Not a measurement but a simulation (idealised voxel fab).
process module | voxel released beams
cross-section cut | 145 nm wide | cells 5 nm
A cross-section is a grid of square cells, given in bands from the top down. A band is one or more rows of cells.
Each band's line starts with the height of the band's top and of its bottom, in nm. Then come its materials from left to right, each with its width in nm. One material with "throughout" fills the band from edge to edge. "air" is empty space.
Height 0 is the level under which the wafer as received is all one material. The lowest band goes on downwards, as in "0 down".
A width such as "30 to 40" changes by the same amount from each row of cells to the next, from the band's top row to its bottom row.
"no change" after a step means that no cell of the cross-section changed.
closed voids: empty space of 8 cells or more with no open way to the top, each as width x height at its distance from the left edge, in nm
after a step's settings: what the simulator itself notes on the step
overlay nm, on a step with a mask: how far to the right of its planned place the mask lay; to the left if negative
plan
1 op RECEIVE | material Si
2 op CONFORMAL_DEP | material Al2O3 | thk nm 10
3 op DIRECTIONAL_DEP | material SiO2 | thk nm 15
4 op DIRECTIONAL_DEP | material aC | thk nm 10
5 op PATTERN | tone open | mask id ANCHOR | material resist | width nm 45 | thk nm 25 | overlay nm 0
6 op DIRECTIONAL_ETCH | etch materials aC | depth nm 10
7 op STRIP | etch materials resist
8 op DIRECTIONAL_ETCH | etch materials SiO2 | depth nm 15
9 op STRIP | etch materials aC
10 op CONFORMAL_DEP | material polySi | thk nm 15
11 op PATTERN | tone cover | mask id BEAM | material resist | width nm 110 | thk nm 20 | overlay nm 0
12 op DIRECTIONAL_ETCH | etch materials polySi | depth nm 15
13 op STRIP | etch materials resist
14 op STRIP | etch materials SiO2
as received, after step 1
  0 down: Si throughout
  closed voids: none
first wafer at the end, as planned
  40 to 25: air 15 | polySi 20 | air 15 | polySi 75 | air 20
  25 to 10: air 20 | polySi 45 | air 80
  10 to 0: Al2O3 throughout
  0 down: Si throughout
  closed voids: none
second wafer at the end: like start, like plan, one mistake
  30 to 15: air 15 | polySi 20 | air 15 | polySi 75 | air 20
  15 to 0: air 20 | polySi 45 | air 80
  0 down: Si throughout
  closed voids: none
what went wrong: step 2 was left out
at the end the second wafer has, in cells: 58 fewer of Al2O3
